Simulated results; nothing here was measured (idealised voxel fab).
process module | voxel wiring stack
cross-section cut | 300 nm wide | cells 5 nm
A cross-section is a grid of square cells, given in bands from the top down. A band is one or more rows of cells.
Each band's line starts with the height of the band's top and of its bottom, in nm. Then come its materials from left to right, each with its width in nm. One material with "throughout" fills the band from edge to edge. "air" is empty space.
Height 0 is the level under which the wafer as received is all one material. The lowest band goes on downwards, as in "0 down".
A width such as "30 to 40" changes by the same amount from each row of cells to the next, from the band's top row to its bottom row.
"no change" after a step means that no cell of the cross-section changed.
closed voids: empty space of 8 cells or more with no open way to the top, each as width x height at its distance from the left edge, in nm
after a step's settings: what the simulator itself notes on the step
overlay nm, on a step with a mask: how far to the right of its planned place the mask lay; to the left if negative
plan
1 op RECEIVE | material Si
2 op CONFORMAL_DEP | material SiO2 | thk nm 15
3 op CONFORMAL_DEP | material SiCN | thk nm 5
4 op DIRECTIONAL_DEP | material lowk | thk nm 15
5 op DIRECTIONAL_DEP | material aC | thk nm 10
6 op PATTERN | tone open | mask id METAL_1 | material resist | width nm 25 | pitch nm 40 | thk nm 30 | overlay nm 0
7 op DIRECTIONAL_ETCH | etch materials aC | depth nm 10
8 op STRIP | etch materials resist
9 op DIRECTIONAL_ETCH | etch materials lowk | depth nm 15
10 op DIRECTIONAL_ETCH | etch materials SiCN | depth nm 5
11 op STRIP | etch materials aC
12 op CONFORMAL_DEP | material TiN | thk nm 5
13 op FILL_DEP | material Ru | thk nm 10
14 op CMP | height nm 35
15 op EPI | material Ru | thk nm 5
16 op FILL_DEP | material SiCN | thk nm 5
17 op DIRECTIONAL_DEP | material lowk | thk nm 15
18 op DIRECTIONAL_DEP | material aC | thk nm 10
19 op PATTERN | tone open | mask id PLUG_1 | material resist | width nm 15 | pitch nm 40 | thk nm 25 | overlay nm 0
20 op DIRECTIONAL_ETCH | etch materials aC | depth nm 10
21 op STRIP | etch materials resist
22 op DIRECTIONAL_ETCH | etch materials lowk | depth nm 15
23 op DIRECTIONAL_ETCH | etch materials SiCN | depth nm 5
24 op STRIP | etch materials aC
25 op EPI | material Ru | thk nm 10
26 op EPI | material Ru | thk nm 10
27 op DIRECTIONAL_DEP | material TiN | thk nm 5
28 op DIRECTIONAL_DEP | material W | thk nm 20
29 op PATTERN | tone cover | mask id METAL_2 | material resist | width nm 25 | pitch nm 40 | thk nm 15 | overlay nm 0
30 op DIRECTIONAL_ETCH | etch materials W | depth nm 20
31 op DIRECTIONAL_ETCH | etch materials TiN | depth nm 5
32 op STRIP | etch materials resist
33 op FILL_DEP | material SiO2 | thk nm 5
34 op CMP | height nm 85
35 op CONFORMAL_DEP | material SiCN | thk nm 5
36 op DIRECTIONAL_DEP | material SiO2 | thk nm 35
37 op DIRECTIONAL_DEP | material aC | thk nm 15
38 op PATTERN | tone open | mask id METAL_3 | material resist | width nm 25 | pitch nm 40 | thk nm 35 | overlay nm 0
39 op DIRECTIONAL_ETCH | etch materials aC | depth nm 15
40 op STRIP | etch materials resist
41 op DIRECTIONAL_ETCH | etch materials SiO2 | depth nm 20
42 op STRIP | etch materials aC
43 op PATTERN | tone open | mask id METAL_3_HOLES | material resist | width nm 15 | thk nm 15 | overlay nm 0
44 op DIRECTIONAL_ETCH | etch materials SiO2 | depth nm 15
45 op DIRECTIONAL_ETCH | etch materials SiCN | depth nm 5
46 op STRIP | etch materials resist
47 op CONFORMAL_DEP | material TiN | thk nm 5
48 op FILL_DEP | material Ru | thk nm 10
49 op CMP | height nm 125
50 op CONFORMAL_DEP | material SiCN | thk nm 5
51 op DIRECTIONAL_DEP | material lowk | thk nm 25
52 op PATTERN | tone open | mask id METAL_4_HOLES | material resist | width nm 15 | pitch nm 40 | thk nm 20 | overlay nm 0
53 op DIRECTIONAL_ETCH | etch materials lowk | depth nm 25
54 op STRIP | etch materials resist
55 op PATTERN | tone open | mask id METAL_4 | material resist | width nm 25 | pitch nm 40 | thk nm 20 | overlay nm 0
56 op DIRECTIONAL_ETCH | etch materials lowk | depth nm 15
57 op DIRECTIONAL_ETCH | etch materials SiCN | depth nm 5
58 op STRIP | etch materials resist
59 op CONFORMAL_DEP | material TiN | thk nm 5
60 op FILL_DEP | material Cu | thk nm 5
61 op CMP | height nm 155
62 op CONFORMAL_DEP | material SiCN | thk nm 5
as received, after step 1
  0 down: Si throughout
  closed voids: none
first wafer at the end, as planned
  160 to 155: SiCN throughout
  155 to 145: lowk 115 | TiN 5 | Cu 15 | TiN 5 | lowk 15 | TiN 5 | Cu 15 | TiN 5 | lowk 120
  145 to 140: lowk 115 | TiN 5 | Cu 5 | TiN 15 | lowk 15 | TiN 5 | Cu 5 | TiN 15 | lowk 120
  140 to 130: lowk 115 | TiN 5 | Cu 5 | TiN 5 | lowk 25 | TiN 5 | Cu 5 | TiN 5 | lowk 130
  130 to 125: SiCN 115 | TiN 15 | SiCN 25 | TiN 15 | SiCN 130
  125 to 110: SiO2 115 | TiN 5 | Ru 15 | TiN 5 | SiO2 15 | TiN 5 | Ru 15 | TiN 5 | SiO2 120
  110 to 105: SiO2 115 | TiN 5 | Ru 5 | TiN 15 | SiO2 15 | TiN 25 | SiO2 120
  105 to 90: SiO2 115 | TiN 5 | Ru 5 | TiN 5 | SiO2 170
  90 to 85: SiCN 115 | TiN 15 | SiCN 170
  85 to 65: SiO2 115 | W 25 | SiO2 15 | W 25 | SiO2 120
  65 to 60: SiO2 115 | TiN 25 | SiO2 15 | TiN 25 | SiO2 120
  60 to 45: lowk 115 | Ru 15 | lowk 25 | Ru 15 | lowk 130
  45 to 35: SiCN 115 to 110 | Ru 15 to 35 | SiCN 25 to 5 | Ru 15 to 35 | SiCN 130 to 115
  35 to 20: lowk 115 | TiN 5 | Ru 15 | TiN 5 | lowk 15 | TiN 5 | Ru 15 | TiN 5 | lowk 120
  20 to 15: SiCN 115 | TiN 25 | SiCN 15 | TiN 25 | SiCN 120
  15 to 0: SiO2 throughout
  0 down: Si throughout
  closed voids: none
second wafer at the end: like start, like plan, one mistake
  160 to 155: SiCN throughout
  155 to 145: lowk 115 | TiN 5 | Cu 15 | TiN 5 | lowk 15 | TiN 5 | Cu 15 | TiN 5 | lowk 120
  145 to 140: lowk 115 | TiN 5 | Cu 5 | TiN 15 | lowk 15 | TiN 5 | Cu 5 | TiN 15 | lowk 120
  140 to 130: lowk 115 | TiN 5 | Cu 5 | TiN 5 | lowk 25 | TiN 5 | Cu 5 | TiN 5 | lowk 130
  130 to 125: SiCN 115 | TiN 15 | SiCN 25 | TiN 15 | SiCN 130
  125 to 110: SiO2 110 | TiN 5 | Ru 15 | TiN 5 | SiO2 15 | TiN 5 | Ru 15 | TiN 5 | SiO2 125
  110 to 105: SiO2 110 | TiN 10 | Ru 5 | TiN 10 | SiO2 15 | TiN 25 | SiO2 125
  105 to 90: SiO2 115 | TiN 5 | Ru 5 | TiN 5 | SiO2 170
  90 to 85: SiCN 115 | TiN 15 | SiCN 170
  85 to 65: SiO2 115 | W 25 | SiO2 15 | W 25 | SiO2 120
  65 to 60: SiO2 115 | TiN 25 | SiO2 15 | TiN 25 | SiO2 120
  60 to 45: lowk 115 | Ru 15 | lowk 25 | Ru 15 | lowk 130
  45 to 35: SiCN 115 to 110 | Ru 15 to 35 | SiCN 25 to 5 | Ru 15 to 35 | SiCN 130 to 115
  35 to 20: lowk 115 | TiN 5 | Ru 15 | TiN 5 | lowk 15 | TiN 5 | Ru 15 | TiN 5 | lowk 120
  20 to 15: SiCN 115 | TiN 25 | SiCN 15 | TiN 25 | SiCN 120
  15 to 0: SiO2 throughout
  0 down: Si throughout
  closed voids: none
what went wrong: step 38 ran as: op PATTERN | tone open | mask id METAL_3 | material resist | width nm 25 | pitch nm 40 | thk nm 35 | overlay nm -5
at the end the second wafer has, in cells: as many of each material as the first, in other places
